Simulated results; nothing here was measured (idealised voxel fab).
process module | voxel ribs on slabs
cross-section cut | 255 nm wide | cells 5 nm
A cross-section is a grid of square cells, given in bands from the top down. A band is one or more rows of cells.
Each band's line starts with the height of the band's top and of its bottom, in nm. Then come its materials from left to right, each with its width in nm. One material with "throughout" fills the band from edge to edge. "air" is empty space.
Height 0 is the level under which the wafer as received is all one material. The lowest band goes on downwards, as in "0 down".
A width such as "30 to 40" changes by the same amount from each row of cells to the next, from the band's top row to its bottom row.
"no change" after a step means that no cell of the cross-section changed.
closed voids: empty space of 8 cells or more with no open way to the top, each as width x height at its distance from the left edge, in nm
after a step's settings: what the simulator itself notes on the step
overlay nm, on a step with a mask: how far to the right of its planned place the mask lay; to the left if negative
plan
1 op RECEIVE | material Si
2 op DIRECTIONAL_DEP | material SiO2 | thk nm 20
3 op DIRECTIONAL_DEP | material SiN | thk nm 20
4 op DIRECTIONAL_DEP | material aC | thk nm 10
5 op PATTERN | tone cover | mask id RIB | material resist | width nm 15 | thk nm 25 | overlay nm 0
6 op DIRECTIONAL_ETCH | etch materials aC | depth nm 10
7 op STRIP | etch materials resist
8 op DIRECTIONAL_ETCH | etch materials SiN | depth nm 10
9 op STRIP | etch materials aC
10 op PATTERN | tone cover | mask id SLAB | material resist | width nm 75 | thk nm 20 | overlay nm 0
11 op DIRECTIONAL_ETCH | etch materials SiN | depth nm 10
12 op STRIP | etch materials resist
13 op FILL_DEP | material SiO2 | thk nm 20
14 op CMP | height nm 50
15 op DIRECTIONAL_DEP | material W | thk nm 10
16 op MASKED_ETCH | tone cover | mask id HEATER | width nm 25 | etch materials W | depth nm 10 | overlay nm 0
17 op CONFORMAL_DEP | material SiO2 | thk nm 5
first wafer, as planned
as received, after step 1
  0 down: Si throughout
  closed voids: none
after step 2
  20 to 0: SiO2 throughout
  below 0: unchanged
after step 3
  40 to 20: SiN throughout
  below 20: unchanged
after step 4
  50 to 40: aC throughout
  below 40: unchanged
after step 5
  75 to 50: air 120 | resist 15 | air 120
  below 50: unchanged
after step 6
  65 to 50: air 120 | resist 15 | air 120
  50 to 40: air 120 | aC 15 | air 120
  below 40: unchanged
after step 7
  50 to 40: air 120 | aC 15 | air 120
  below 40: unchanged
after step 8
  50 to 40: air 120 | aC 15 | air 120
  40 to 30: air 120 | SiN 15 | air 120
  below 30: unchanged
after step 9
  40 to 30: air 120 | SiN 15 | air 120
  below 30: unchanged
after step 10
  60 to 40: air 90 | resist 75 | air 90
  40 to 30: air 90 | resist 30 | SiN 15 | resist 30 | air 90
  below 30: unchanged
after step 11
  60 to 40: air 90 | resist 75 | air 90
  40 to 30: air 90 | resist 30 | SiN 15 | resist 30 | air 90
  30 to 20: air 90 | SiN 75 | air 90
  below 20: unchanged
after step 12
  40 to 30: air 120 | SiN 15 | air 120
  below 30: unchanged
after step 13
  60 to 40: SiO2 throughout
  40 to 30: SiO2 120 | SiN 15 | SiO2 120
  30 to 20: SiO2 90 | SiN 75 | SiO2 90
  below 20: unchanged
after step 14
  50 to 40: SiO2 throughout
  below 40: unchanged
after step 15
  60 to 50: W throughout
  below 50: unchanged
after step 16
  60 to 50: air 115 | W 25 | air 115
  below 50: unchanged
after step 17
  65 to 60: air 110 | SiO2 35 | air 110
  60 to 55: air 110 | SiO2 5 | W 25 | SiO2 5 | air 110
  55 to 50: SiO2 115 | W 25 | SiO2 115
  below 50: unchanged
second wafer: like start, like plan, one mistake. Through step 2 it matches the first wafer
when step 3 should have ended
  30 to 20: aC throughout
  below 20: unchanged
when step 4 should have ended
  50 to 30: SiN throughout
  below 30: unchanged
when step 5 should have ended
  75 to 50: air 120 | resist 15 | air 120
  below 50: unchanged
when step 6 should have ended
  65 to 50: air 120 | resist 15 | air 120
  below 50: unchanged
when step 7 should have ended
  50 to 30: SiN throughout
  below 30: unchanged
when step 8 should have ended
  40 to 30: SiN throughout
  below 30: unchanged
when step 9 should have ended: no change
when step 10 should have ended
  60 to 40: air 90 | resist 75 | air 90
  below 40: unchanged
when step 11 should have ended
  60 to 40: air 90 | resist 75 | air 90
  40 to 30: air 90 | SiN 75 | air 90
  below 30: unchanged
when step 12 should have ended
  40 to 30: air 90 | SiN 75 | air 90
  below 30: unchanged
when step 13 should have ended
  60 to 40: SiO2 throughout
  40 to 30: SiO2 90 | SiN 75 | SiO2 90
  below 30: unchanged
when step 14 should have ended
  50 to 40: SiO2 throughout
  below 40: unchanged
when step 15 should have ended
  60 to 50: W throughout
  below 50: unchanged
when step 16 should have ended
  60 to 50: air 115 | W 25 | air 115
  below 50: unchanged
when step 17 should have ended
  65 to 60: air 110 | SiO2 35 | air 110
  60 to 55: air 110 | SiO2 5 | W 25 | SiO2 5 | air 110
  55 to 50: SiO2 115 | W 25 | SiO2 115
  below 50: unchanged
what went wrong: steps 3 and 4 were swapped
at the end the second wafer has, in cells: 6 fewer of SiN | 96 fewer of SiO2 | 102 more of aC
